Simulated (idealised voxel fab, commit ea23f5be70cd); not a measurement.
Documented hereafter: the process module known as voxel self aligned contacts.
The cross-section on display is named cut; it measures 230 nm wide, and its cells are 5 nm squares.
A cross-section in this document is a grid of square cells, and it is written down as bands, the top band listed before the ones below it; a band is made up of one or more rows of cells.
A band entry consists of two parts. The first gives the height of the band's top and the height of its bottom, in nm. The rest lists the band's materials from left to right, each with its width in nm. A single material labelled with the word "all across" fills the band from edge to edge, and the word "air" marks empty space.
The reference from which all heights are counted is 0, the level beneath which the as-received wafer is entirely one material; the lowest band, having no lower bound, proceeds downward and is written after the example "0 nm and below".
Width "30 to 40": first value at the band's top row of cells, second value at its bottom row, equal change from row to row.
Where a step carries "nothing altered", the cross-section came out of it unchanged, cell for cell.
So "Sealed internal voids" is basically the list of trapped voids: any empty space of 8 cells or more that can't reach the top through an opening. They're written width x height at distance, the distance being from the left edge, and it's all nm.
The remark found on a step's line after its settings is issued by the simulator itself and pertains to that step.
If you see "overlay nm" on a step's line and that step has a mask, it's telling you how far right of where it was planned the mask ended up; a negative number means it went left instead.

### Set out below are the planned steps of the process
- 1: RECEIVE (material Si)
- 2: OXIDIZE (depth nm 5)
- 3: DIRECTIONAL_DEP (material polySi; thk nm 25)
- 4: DIRECTIONAL_DEP (material SiN; thk nm 20)
- 5: PATTERN (tone cover; mask id GATE; material resist; width nm 35; pitch nm 70; thk nm 15; overlay nm 0)
- 6: DIRECTIONAL_ETCH (etch materials SiN; depth nm 20)
- 7: DIRECTIONAL_ETCH (etch materials polySi; depth nm 25)
- 8: STRIP (etch materials resist)
- 9: CONFORMAL_DEP (material SiN; thk nm 5)
- 10: DIRECTIONAL_ETCH (etch materials SiN; depth nm 5)
- 11: FILL_DEP (material SiO2; thk nm 15)
- 12: CMP (height nm 50)
- 13: MASKED_ETCH (tone open; mask id CONTACT; width nm 55; etch materials SiO2; depth nm 55; overlay nm 0)
- 14: CONFORMAL_DEP (material TiN; thk nm 5)
- 15: FILL_DEP (material Ru; thk nm 10)
- 16: CMP (height nm 50)
- 17: CONFORMAL_DEP (material SiCN; thk nm 5)

### Cross-section, incoming material, after step 1
0 nm and below: Si all across
Sealed internal voids: none

### First of two wafers: cross-section at end of module, run per plan
55 nm to 50 nm: SiCN all across
50 nm to 45 nm: SiO2 85 nm | TiN 20 nm | Ru 15 nm | TiN 20 nm | SiO2 90 nm
45 nm to 25 nm: SiO2 55 nm | SiN 45 nm | TiN 5 nm | Ru 15 nm | TiN 5 nm | SiN 45 nm | SiO2 60 nm
25 nm to 0 nm: SiO2 55 nm | SiN 5 nm | polySi 35 nm | SiN 5 nm | TiN 5 nm | Ru 15 nm | TiN 5 nm | SiN 5 nm | polySi 35 nm | SiN 5 nm | SiO2 60 nm
0 nm to -5 nm: SiO2 100 nm | TiN 25 nm | SiO2 105 nm
-5 nm and below: Si all across
Sealed internal voids: none

### Cross-sectional view of the second of two wafers upon completion of the module. This wafer shared its starting condition and process plan with the first; one error was made during its execution
55 nm to 50 nm: SiCN all across
50 nm to 45 nm: SiO2 85 nm | SiN 20 nm | Ru 15 nm | SiN 20 nm | SiO2 90 nm
45 nm to 25 nm: SiO2 55 nm | SiN 50 nm | Ru 15 nm | SiN 50 nm | SiO2 60 nm
25 nm to 0 nm: SiO2 55 nm | SiN 5 nm | polySi 35 nm | SiN 10 nm | Ru 15 nm | SiN 10 nm | polySi 35 nm | SiN 5 nm | SiO2 60 nm
0 nm to -5 nm: SiO2 100 nm | SiN 25 nm | SiO2 105 nm
-5 nm and below: Si all across
Sealed internal voids: none
Against the plan, the run slipped here: step 14 changed vs plan, executed as CONFORMAL_DEP (material SiN; thk nm 5)
End of process, cell counts, second wafer against first, materials with more or fewer: 31 more of SiN | 31 fewer of TiN
